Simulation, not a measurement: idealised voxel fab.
voxel self aligned contacts: a process module
295 nm wide, 5 nm square cells: that's cross-section cut.
When this document writes out a cross-section, it uses a grid of square cells and lists it as bands, beginning at the top and moving down, with a band standing for one or more rows of cells.
Per band: top height and bottom height in nm, followed by the left-to-right materials and their widths in nm; "everywhere" marks a single material spanning edge to edge, "air" marks empty space.
A quick word on heights: they are counted from 0, and under that level the wafer as it came to us is one material throughout. The lowest band is different from the rest in having no bottom; it simply continues downward, written as in "0 nm and below".
Top row gets the first number, bottom row gets the second, and each row in between changes by the same step: that is how a band width like "30..40" works.
A step reported as "left unchanged" is a step in which no cell of the cross-section changed.
"Sealed internal voids" enumerates empty spaces isolated from the top, with no open way to it, that contain at least 8 cells, giving each as width x height at distance from the left edge, all three in nm.
That trailing text on a step's line, after the settings, is the simulator's own remark on the step.
overlay nm: right-of-plan distance of the mask on a masked step; negative values mean left-of-plan.

**These are the steps we planned for the process**
1: op RECEIVE | material Si
2: op CONFORMAL_DEP | material SiO2 | thk nm 5
3: op DIRECTIONAL_DEP | material polySi | thk nm 30
4: op DIRECTIONAL_DEP | material SiN | thk nm 25
5: op MASKED_ETCH | tone cover | mask id GATE | width nm 30 | pitch nm 75 | etch materials SiN | depth nm 25 | overlay nm 0
6: op MASKED_ETCH | tone cover | mask id GATE | width nm 30 | pitch nm 75 | etch materials polySi | depth nm 30 | overlay nm 0
7: op CONFORMAL_DEP | material SiN | thk nm 10
8: op DIRECTIONAL_ETCH | etch materials SiN | depth nm 10
9: op FILL_DEP | material SiO2 | thk nm 15
10: op CMP | height nm 65
11: op PATTERN | tone open | mask id CONTACT | material resist | width nm 55 | pitch nm 75 | thk nm 15 | overlay nm 0
12: op DIRECTIONAL_ETCH | etch materials SiO2 | depth nm 65
13: op STRIP | etch materials resist
14: op CONFORMAL_DEP | material TiN | thk nm 5
15: op FILL_DEP | material W | thk nm 10
16: op CMP | height nm 65
17: op CONFORMAL_DEP | material SiCN | thk nm 5

**Incoming wafer in cross-section (state: after step 1)**
	0 nm and below | Si everywhere
	Sealed internal voids: none

**Cross-section, end of module. Start: as above. Plan: as above. Execution: one mistake**
	70 nm to 65 nm | SiCN everywhere
	65 nm to 60 nm | SiO2: 80 | TiN: 20 | W: 15 | TiN: 20 | SiO2: 20 | TiN: 20 | W: 15 | TiN: 20 | SiO2: 85
	60 nm to 40 nm | SiO2: 45 | SiN: 50 | TiN: 5 | W: 15 | TiN: 5 | SiN: 50 | TiN: 5 | W: 15 | TiN: 5 | SiN: 50 | SiO2: 50
	40 nm to 35 nm | SiO2: 45 | SiN: 50 | TiN: 15 | W: 5 | TiN: 5 | SiN: 50 | TiN: 15 | W: 5 | TiN: 5 | SiN: 50 | SiO2: 50
	35 nm to 5 nm | SiO2: 45 | SiN: 10 | polySi: 40 | SiN: 10 | TiN: 5 | W: 5 | TiN: 5 | SiN: 10 | polySi: 40 | SiN: 10 | TiN: 5 | W: 5 | TiN: 5 | SiN: 10 | polySi: 40 | SiN: 10 | SiO2: 40
	5 nm to 0 nm | SiO2: 105 | TiN: 15 | SiO2: 60 | TiN: 15 | SiO2: 100
	0 nm and below | Si everywhere
	Sealed internal voids: none
What went wrong in running the wafer? contrary to plan, step 6 was performed as op MASKED_ETCH | tone cover | mask id GATE | width nm 30 | pitch nm 75 | etch materials polySi | depth nm 30 | overlay nm 10
